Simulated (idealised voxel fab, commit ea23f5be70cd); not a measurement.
process module | voxel wiring stack
cross-section cut | 250 nm wide | cells 5 nm
A cross-section is a grid of square cells, given in bands from the top down. A band is one or more rows of cells.
Each band's line starts with the height of the band's top and of its bottom, in nm. Then come its materials from left to right, each with its width in nm. One material with "throughout" fills the band from edge to edge. "air" is empty space.
Height 0 is the level under which the wafer as received is all one material. The lowest band goes on downwards, as in "0 down".
A width such as "30 to 40" changes by the same amount from each row of cells to the next, from the band's top row to its bottom row.
"no change" after a step means that no cell of the cross-section changed.
closed voids: empty space of 8 cells or more with no open way to the top, each as width x height at its distance from the left edge, in nm
after a step's settings: what the simulator itself notes on the step
overlay nm, on a step with a mask: how far to the right of its planned place the mask lay; to the left if negative
plan
1 op RECEIVE | material Si
2 op CONFORMAL_DEP | material SiO2 | thk nm 10
3 op DIRECTIONAL_DEP | material TiN | thk nm 5
4 op DIRECTIONAL_DEP | material W | thk nm 15
5 op DIRECTIONAL_DEP | material aC | thk nm 10
6 op PATTERN | tone cover | mask id METAL_1 | material resist | width nm 30 | pitch nm 50 | thk nm 25 | overlay nm 0
7 op DIRECTIONAL_ETCH | etch materials aC | depth nm 10
8 op STRIP | etch materials resist
9 op DIRECTIONAL_ETCH | etch materials W | depth nm 15
10 op DIRECTIONAL_ETCH | etch materials TiN | depth nm 5
11 op STRIP | etch materials aC
12 op FILL_DEP | material lowk | thk nm 5
13 op CMP | height nm 30
14 op CONFORMAL_DEP | material SiCN | thk nm 5
15 op DIRECTIONAL_DEP | material lowk | thk nm 25
16 op DIRECTIONAL_DEP | material aC | thk nm 10
17 op PATTERN | tone open | mask id METAL_2 | material resist | width nm 30 | pitch nm 50 | thk nm 25 | overlay nm 0
18 op DIRECTIONAL_ETCH | etch materials aC | depth nm 10
19 op STRIP | etch materials resist
20 op DIRECTIONAL_ETCH | etch materials lowk | depth nm 15
21 op STRIP | etch materials aC
22 op MASKED_ETCH | tone open | mask id METAL_2_HOLES | width nm 15 | pitch nm 50 | etch materials lowk | depth nm 10 | overlay nm 0
23 op MASKED_ETCH | tone open | mask id METAL_2_HOLES | width nm 15 | pitch nm 50 | etch materials SiCN | depth nm 5 | overlay nm 0
24 op CONFORMAL_DEP | material TiN | thk nm 5
25 op FILL_DEP | material Cu | thk nm 10
26 op CMP | height nm 60
27 op CONFORMAL_DEP | material SiCN | thk nm 5
28 op DIRECTIONAL_DEP | material SiO2 | thk nm 15
29 op PATTERN | tone open | mask id PLUG_2 | material resist | width nm 15 | pitch nm 50 | thk nm 15 | overlay nm 0
30 op DIRECTIONAL_ETCH | etch materials SiO2 | depth nm 15
31 op DIRECTIONAL_ETCH | etch materials SiCN | depth nm 5
32 op STRIP | etch materials resist
33 op EPI | material Ru | thk nm 10
34 op EPI | material Ru | thk nm 10
35 op DIRECTIONAL_DEP | material TiN | thk nm 5
36 op DIRECTIONAL_DEP | material Ru | thk nm 25
37 op MASKED_ETCH | tone cover | mask id METAL_3 | width nm 30 | pitch nm 50 | etch materials Ru | depth nm 25 | overlay nm 0
38 op MASKED_ETCH | tone cover | mask id METAL_3 | width nm 30 | pitch nm 50 | etch materials TiN | depth nm 5 | overlay nm 0
39 op CONFORMAL_DEP | material SiCN | thk nm 5
40 op FILL_DEP | material lowk | thk nm 5
41 op CMP | height nm 110
42 op CONFORMAL_DEP | material SiCN | thk nm 5
as received, after step 1
  0 down: Si throughout
  closed voids: none
first wafer at the end, as planned
  115 to 110: SiCN throughout
  110 to 85: lowk 55 | SiCN 5 | Ru 30 | SiCN 5 | lowk 10 | SiCN 5 | Ru 30 | SiCN 5 | lowk 10 | SiCN 5 | Ru 30 | SiCN 5 | lowk 55
  85 to 80: SiCN 60 | TiN 30 | SiCN 20 | TiN 30 | SiCN 20 | TiN 30 | SiCN 60
  80 to 65: SiO2 60 | Ru 15 | SiO2 35 | Ru 15 | SiO2 35 | Ru 15 | SiO2 75
  65 to 60: SiCN 60 | Ru 15 | SiCN 35 | Ru 15 | SiCN 35 | Ru 15 | SiCN 75
  60 to 50: lowk 60 | TiN 5 | Cu 20 | TiN 5 | lowk 20 | TiN 5 | Cu 20 | TiN 5 | lowk 20 | TiN 5 | Cu 20 | TiN 5 | lowk 60
  50 to 45: lowk 60 | TiN 5 | Cu 5 | TiN 20 | lowk 20 | TiN 5 | Cu 5 | TiN 20 | lowk 20 | TiN 5 | Cu 5 | TiN 20 | lowk 60
  45 to 35: lowk 60 | TiN 5 | Cu 5 | TiN 5 | lowk 35 | TiN 5 | Cu 5 | TiN 5 | lowk 35 | TiN 5 | Cu 5 | TiN 5 | lowk 75
  35 to 30: SiCN 60 | TiN 15 | SiCN 35 | TiN 15 | SiCN 35 | TiN 15 | SiCN 75
  30 to 15: lowk 60 | W 30 | lowk 20 | W 30 | lowk 20 | W 30 | lowk 60
  15 to 10: lowk 60 | TiN 30 | lowk 20 | TiN 30 | lowk 20 | TiN 30 | lowk 60
  10 to 0: SiO2 throughout
  0 down: Si throughout
  closed voids: none
second wafer at the end: like start, like plan, one mistake
  115 to 110: SiCN throughout
  110 to 85: lowk 55 | SiCN 5 | Ru 30 | SiCN 5 | lowk 10 | SiCN 5 | Ru 30 | SiCN 5 | lowk 10 | SiCN 5 | Ru 30 | SiCN 5 | lowk 55
  85 to 80: SiCN 60 | TiN 30 | SiCN 20 | TiN 30 | SiCN 20 | TiN 30 | SiCN 60
  80 to 65: SiO2 60 | Ru 15 | SiO2 35 | Ru 15 | SiO2 35 | Ru 15 | SiO2 75
  65 to 60: SiCN 60 | Ru 15 | SiCN 35 | Ru 15 | SiCN 35 | Ru 15 | SiCN 75
  60 to 50: lowk 60 | TiN 5 | Cu 20 | TiN 5 | lowk 20 | TiN 5 | Cu 20 | TiN 5 | lowk 20 | TiN 5 | Cu 20 | TiN 5 | lowk 60
  50 to 45: lowk 60 | TiN 5 | Cu 5 | TiN 20 | lowk 20 | TiN 5 | Cu 5 | TiN 20 | lowk 20 | TiN 5 | Cu 5 | TiN 20 | lowk 60
  45 to 35: lowk 60 | TiN 5 | Cu 5 | TiN 5 | lowk 35 | TiN 5 | Cu 5 | TiN 5 | lowk 35 | TiN 5 | Cu 5 | TiN 5 | lowk 75
  35 to 30: SiCN 60 | TiN 15 | SiCN 35 | TiN 15 | SiCN 35 | TiN 15 | SiCN 75
  30 to 15: lowk 60 | W 30 | lowk 20 | W 30 | lowk 20 | W 30 | lowk 60
  15 to 10: lowk 60 | TiN 30 | lowk 20 | TiN 30 | lowk 20 | TiN 30 | lowk 60
  10 to 0: Ru throughout
  0 down: Si throughout
  closed voids: none
what went wrong: step 2 ran as: op CONFORMAL_DEP | material Ru | thk nm 10
at the end the second wafer has, in cells: 100 more of Ru | 100 fewer of SiO2
